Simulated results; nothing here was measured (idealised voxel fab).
Presented below is a process module, voxel spacer lines.
In the cross-section labelled cut, the width is 265 nm and each square cell is 5 nm.
In what follows, cross-sections appear as grids of square cells, described through bands that run from the top down, where every band is one or more rows of cells. Band: top height; bottom height; in nm. Then, left to right: material with width in nm, for each material. "everywhere": a single material spanning edge to edge. "blank": empty space. We count height from 0. Below that, the starting wafer is all one material. The lowest band never ends at the bottom but goes on down; see "0..down" for how that is written. The notation "30..40" denotes a width that varies across the rows of cells in the band, beginning at the first number in the top row, finishing at the second number in the bottom row, and changing by an identical amount from each row to the next. No cell of the cross-section changed in a step that is given as "remained the same". The label "Enclosed internal voids" introduces a list of the empty spaces, 8 cells or larger, that have no open way up to the top; each entry in it reads width x height at distance, where the distance is taken from the left edge and all three are stated in nm. Past the settings on a step's line: simulator remark, on that step. overlay nm: mask offset rightward from planned place, masked step; negative means leftward offset.

Process steps (planned):
| 1 | RECEIVE with material Si |
| 2 | CONFORMAL_DEP with material Al2O3, thk nm 10 |
| 3 | DIRECTIONAL_DEP with material W, thk nm 10 |
| 4 | DIRECTIONAL_DEP with material polySi, thk nm 25 |
| 5 | PATTERN with tone cover, mask id MANDREL, material resist, width nm 15, pitch nm 70, thk nm 30, overlay nm 0 |
| 6 | DIRECTIONAL_ETCH with etch materials polySi, depth nm 25 |
| 7 | STRIP with etch materials resist |
| 8 | CONFORMAL_DEP with material SiO2, thk nm 15 |
| 9 | DIRECTIONAL_ETCH with etch materials SiO2, depth nm 15 |
| 10 | STRIP with etch materials polySi |
| 11 | DIRECTIONAL_ETCH with etch materials W, depth nm 10 |
| 12 | STRIP with etch materials SiO2 |
varied across the wafers: width nm of step 5. The plan shows the first wafer's value. All wafers start alike

The first of several wafers as received, shown in cross-section; this is its state after step 1:
  0..down = Si everywhere
  Enclosed internal voids: none

Last step of the module is step 12; after it, the first of several wafers in cross-section:
  20..10 = 75 of blank | 15 of W | 15 of blank | 15 of W | 25 of blank | 15 of W | 15 of blank | 15 of W | 75 of blank
  10..0 = Al2O3 everywhere
  0..down = Si everywhere
  Enclosed internal voids: none

The last wafer as seen in cross-section at the end of the module:
  20..10 = 65 of blank | 15 of W | 35 of blank | 15 of W | 5 of blank | 15 of W | 35 of blank | 15 of W | 65 of blank
  10..0 = Al2O3 everywhere
  0..down = Si everywhere
  Enclosed internal voids: none

Wafer rows; end of module; cells per material since receipt: (+) gained, (-) lost; then closed voids:
width nm 15 | +106 Al2O3 | +24 W | Enclosed internal voids: none
width nm 20 | +106 Al2O3 | +24 W | Enclosed internal voids: none
width nm 25 | +106 Al2O3 | +24 W | Enclosed internal voids: none
width nm 30 | +106 Al2O3 | +24 W | Enclosed internal voids: none
width nm 35 | +106 Al2O3 | +24 W | Enclosed internal voids: none
